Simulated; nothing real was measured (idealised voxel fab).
Process module in this document: voxel wiring stack
Displayed cross-section: cut, width of 190 nm, square cells sized 5 nm.
How to read a cross-section here: the picture is a grid of square cells, written as bands going from the top down, and any band can span one or more rows of cells.
Heads up on the band format: heights come first, top then bottom, in nm. After that it's the materials left to right, each with its width in nm. A single material flagged "full width" fills the whole band edge to edge, and "empty" means there's empty space there.
Heights are reckoned from 0. Under this level, the received wafer is all of one material. The bottommost band is open-ended downward, for example "from 0 down".
The notation "30->40" denotes a width that varies across the rows of cells in the band, beginning at the first number in the top row, finishing at the second number in the bottom row, and changing by an identical amount from each row to the next.
A step reported as "no alteration" is a step in which no cell of the cross-section changed.
You'll see "Tabulated closed voids" listing empty spaces that have no way open to the top, as long as they're 8 cells or more; the notation is width x height at distance, where the distance is from the left edge, and all of it is in nm.
Formally, on a step line, whatever follows the settings is a remark that the simulator itself makes on the step.
"overlay nm" denotes, for a step that has a mask, the displacement of the mask to the right of its planned place, with negative values corresponding to the left.
**Listed below are the process steps as planned**
1 RECEIVE, material Si
2 CONFORMAL_DEP, material SiO2, thk nm 10
3 CONFORMAL_DEP, material SiCN, thk nm 5
4 DIRECTIONAL_DEP, material lowk, thk nm 20
5 MASKED_ETCH, tone open, mask id METAL_1, width nm 25, pitch nm 40, etch materials lowk, depth nm 20, overlay nm 0
6 MASKED_ETCH, tone open, mask id METAL_1, width nm 25, pitch nm 40, etch materials SiCN, depth nm 5, overlay nm 0
7 CONFORMAL_DEP, material TiN, thk nm 5
8 FILL_DEP, material W, thk nm 10
9 CMP, height nm 35
10 CONFORMAL_DEP, material SiCN, thk nm 5
11 DIRECTIONAL_DEP, material lowk, thk nm 10
12 PATTERN, tone open, mask id PLUG_1, material resist, width nm 15, pitch nm 40, thk nm 20, overlay nm 0
13 DIRECTIONAL_ETCH, etch materials lowk, depth nm 10
14 DIRECTIONAL_ETCH, etch materials SiCN, depth nm 5
15 STRIP, etch materials resist
16 EPI, material Ru, thk nm 10
17 EPI, material Ru, thk nm 5
18 CONFORMAL_DEP, material SiCN, thk nm 5
19 DIRECTIONAL_DEP, material lowk, thk nm 15
20 DIRECTIONAL_DEP, material aC, thk nm 10
21 PATTERN, tone open, mask id METAL_2, material resist, width nm 25, pitch nm 40, thk nm 25, overlay nm 0
22 DIRECTIONAL_ETCH, etch materials aC, depth nm 10
23 STRIP, etch materials resist
24 DIRECTIONAL_ETCH, etch materials lowk, depth nm 15
25 DIRECTIONAL_ETCH, etch materials SiCN, depth nm 5
26 STRIP, etch materials aC
27 CONFORMAL_DEP, material TiN, thk nm 5
28 FILL_DEP, material Ru, thk nm 10
29 CMP, height nm 70
30 EPI, material Ru, thk nm 5
31 FILL_DEP, material SiCN, thk nm 5
32 DIRECTIONAL_DEP, material lowk, thk nm 30
33 MASKED_ETCH, tone open, mask id METAL_3, width nm 25, pitch nm 40, etch materials lowk, depth nm 20, overlay nm 0
34 DIRECTIONAL_DEP, material aC, thk nm 15
35 PATTERN, tone open, mask id METAL_3_HOLES, material resist, width nm 15, thk nm 35, overlay nm 0
36 DIRECTIONAL_ETCH, etch materials aC, depth nm 15
37 STRIP, etch materials resist
38 DIRECTIONAL_ETCH, etch materials lowk, depth nm 10
39 DIRECTIONAL_ETCH, etch materials SiCN, depth nm 5
40 STRIP, etch materials aC
41 CONFORMAL_DEP, material TiN, thk nm 5
42 FILL_DEP, material Ru, thk nm 5
43 CMP, height nm 110
44 CONFORMAL_DEP, material SiN, thk nm 5
**As-received wafer cross-section (after step 1)**
  from 0 down  Si full width
  Tabulated closed voids: none
**Wafer at module end, in section. Began as above, planned as above, run with one mistake**
  from 115 to 110  SiN full width
  from 110 to 95  60 of lowk  5 of TiN  15 of Ru  5 of TiN  15 of lowk  5 of TiN  15 of Ru  5 of TiN  65 of lowk
  from 95 to 90  60 of lowk  5 of TiN  5 of Ru  15 of TiN  15 of lowk  25 of TiN  65 of lowk
  from 90 to 80  60 of lowk  5 of TiN  5 of Ru  5 of TiN  115 of lowk
  from 80 to 75  60 of SiCN  15 of TiN  115 of SiCN
  from 75 to 70  55 of SiCN  35 of Ru  5 of SiCN  35 of Ru  60 of SiCN
  from 70 to 55  60 of lowk  5 of TiN  15 of Ru  5 of TiN  15 of lowk  5 of TiN  15 of Ru  5 of TiN  65 of lowk
  from 55 to 50  60 of SiCN  25 of TiN  15 of SiCN  25 of TiN  65 of SiCN
  from 50 to 40  60 of lowk  15 of Ru  25 of lowk  15 of Ru  75 of lowk
  from 40 to 35  60 of SiCN  15 of Ru  25 of SiCN  15 of Ru  75 of SiCN
  from 35 to 20  60 of lowk  5 of TiN  15 of W  5 of TiN  15 of lowk  5 of TiN  15 of W  5 of TiN  65 of lowk
  from 20 to 15  60 of lowk  25 of TiN  15 of lowk  25 of TiN  65 of lowk
  from 15 to 5  SiO2 full width
  from 5 to 0  SiCN full width
  from 0 down  Si full width
  Tabulated closed voids: none
Short version of what went wrong: it was found that steps 2 and 3 of the process plan had been performed in exchanged positions
